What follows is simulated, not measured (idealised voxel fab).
process module | voxel spacer lines
cross-section cut | 225 nm wide | cells 5 nm
A cross-section is a grid of square cells, given in bands from the top down. A band is one or more rows of cells.
Each band's line starts with the height of the band's top and of its bottom, in nm. Then come its materials from left to right, each with its width in nm. One material with "throughout" fills the band from edge to edge. "air" is empty space.
Height 0 is the level under which the wafer as received is all one material. The lowest band goes on downwards, as in "0 down".
A width such as "30 to 40" changes by the same amount from each row of cells to the next, from the band's top row to its bottom row.
"no change" after a step means that no cell of the cross-section changed.
closed voids: empty space of 8 cells or more with no open way to the top, each as width x height at its distance from the left edge, in nm
after a step's settings: what the simulator itself notes on the step
overlay nm, on a step with a mask: how far to the right of its planned place the mask lay; to the left if negative
plan
1 op RECEIVE | material Si
2 op CONFORMAL_DEP | material SiO2 | thk nm 10
3 op DIRECTIONAL_DEP | material W | thk nm 15
4 op DIRECTIONAL_DEP | material aC | thk nm 25
5 op PATTERN | tone cover | mask id MANDREL | material resist | width nm 25 | pitch nm 70 | thk nm 35 | overlay nm 0
6 op DIRECTIONAL_ETCH | etch materials aC | depth nm 25
7 op STRIP | etch materials resist
8 op CONFORMAL_DEP | material SiN | thk nm 10
9 op DIRECTIONAL_ETCH | etch materials SiN | depth nm 10
10 op STRIP | etch materials aC
11 op DIRECTIONAL_ETCH | etch materials W | depth nm 15
12 op STRIP | etch materials SiN
first wafer, as planned
as received, after step 1
  0 down: Si throughout
  closed voids: none
after step 2
  10 to 0: SiO2 throughout
  below 0: unchanged
after step 3
  25 to 10: W throughout
  below 10: unchanged
after step 4
  50 to 25: aC throughout
  below 25: unchanged
after step 5
  85 to 50: air 30 | resist 25 | air 45 | resist 25 | air 45 | resist 25 | air 30
  below 50: unchanged
after step 6
  60 to 50: air 30 | resist 25 | air 45 | resist 25 | air 45 | resist 25 | air 30
  50 to 25: air 30 | aC 25 | air 45 | aC 25 | air 45 | aC 25 | air 30
  below 25: unchanged
after step 7
  50 to 25: air 30 | aC 25 | air 45 | aC 25 | air 45 | aC 25 | air 30
  below 25: unchanged
after step 8
  60 to 50: air 20 | SiN 45 | air 25 | SiN 45 | air 25 | SiN 45 | air 20
  50 to 35: air 20 | SiN 10 | aC 25 | SiN 10 | air 25 | SiN 10 | aC 25 | SiN 10 | air 25 | SiN 10 | aC 25 | SiN 10 | air 20
  35 to 25: SiN 30 | aC 25 | SiN 45 | aC 25 | SiN 45 | aC 25 | SiN 30
  below 25: unchanged
after step 9
  50 to 25: air 20 | SiN 10 | aC 25 | SiN 10 | air 25 | SiN 10 | aC 25 | SiN 10 | air 25 | SiN 10 | aC 25 | SiN 10 | air 20
  below 25: unchanged
after step 10
  50 to 25: air 20 | SiN 10 | air 25 | SiN 10 | air 25 | SiN 10 | air 25 | SiN 10 | air 25 | SiN 10 | air 25 | SiN 10 | air 20
  below 25: unchanged
after step 11
  50 to 25: air 20 | SiN 10 | air 25 | SiN 10 | air 25 | SiN 10 | air 25 | SiN 10 | air 25 | SiN 10 | air 25 | SiN 10 | air 20
  25 to 10: air 20 | W 10 | air 25 | W 10 | air 25 | W 10 | air 25 | W 10 | air 25 | W 10 | air 25 | W 10 | air 20
  below 10: unchanged
after step 12
  25 to 10: air 20 | W 10 | air 25 | W 10 | air 25 | W 10 | air 25 | W 10 | air 25 | W 10 | air 25 | W 10 | air 20
  below 10: unchanged
second wafer: like start, like plan, one mistake. Through step 4 it matches the first wafer
when step 5 should have ended
  85 to 50: air 20 | resist 25 | air 45 | resist 25 | air 45 | resist 25 | air 40
  below 50: unchanged
when step 6 should have ended
  60 to 50: air 20 | resist 25 | air 45 | resist 25 | air 45 | resist 25 | air 40
  50 to 25: air 20 | aC 25 | air 45 | aC 25 | air 45 | aC 25 | air 40
  below 25: unchanged
when step 7 should have ended
  50 to 25: air 20 | aC 25 | air 45 | aC 25 | air 45 | aC 25 | air 40
  below 25: unchanged
when step 8 should have ended
  60 to 50: air 10 | SiN 45 | air 25 | SiN 45 | air 25 | SiN 45 | air 30
  50 to 35: air 10 | SiN 10 | aC 25 | SiN 10 | air 25 | SiN 10 | aC 25 | SiN 10 | air 25 | SiN 10 | aC 25 | SiN 10 | air 30
  35 to 25: SiN 20 | aC 25 | SiN 45 | aC 25 | SiN 45 | aC 25 | SiN 40
  below 25: unchanged
when step 9 should have ended
  50 to 25: air 10 | SiN 10 | aC 25 | SiN 10 | air 25 | SiN 10 | aC 25 | SiN 10 | air 25 | SiN 10 | aC 25 | SiN 10 | air 30
  below 25: unchanged
when step 10 should have ended
  50 to 25: air 10 | SiN 10 | air 25 | SiN 10 | air 25 | SiN 10 | air 25 | SiN 10 | air 25 | SiN 10 | air 25 | SiN 10 | air 30
  below 25: unchanged
when step 11 should have ended
  50 to 25: air 10 | SiN 10 | air 25 | SiN 10 | air 25 | SiN 10 | air 25 | SiN 10 | air 25 | SiN 10 | air 25 | SiN 10 | air 30
  25 to 10: air 10 | W 10 | air 25 | W 10 | air 25 | W 10 | air 25 | W 10 | air 25 | W 10 | air 25 | W 10 | air 30
  below 10: unchanged
when step 12 should have ended
  25 to 10: air 10 | W 10 | air 25 | W 10 | air 25 | W 10 | air 25 | W 10 | air 25 | W 10 | air 25 | W 10 | air 30
  below 10: unchanged
what went wrong: step 5 ran as: op PATTERN | tone cover | mask id MANDREL | material resist | width nm 25 | pitch nm 70 | thk nm 35 | overlay nm -10
at the end the second wafer has, in cells: as many of each material as the first, in other places
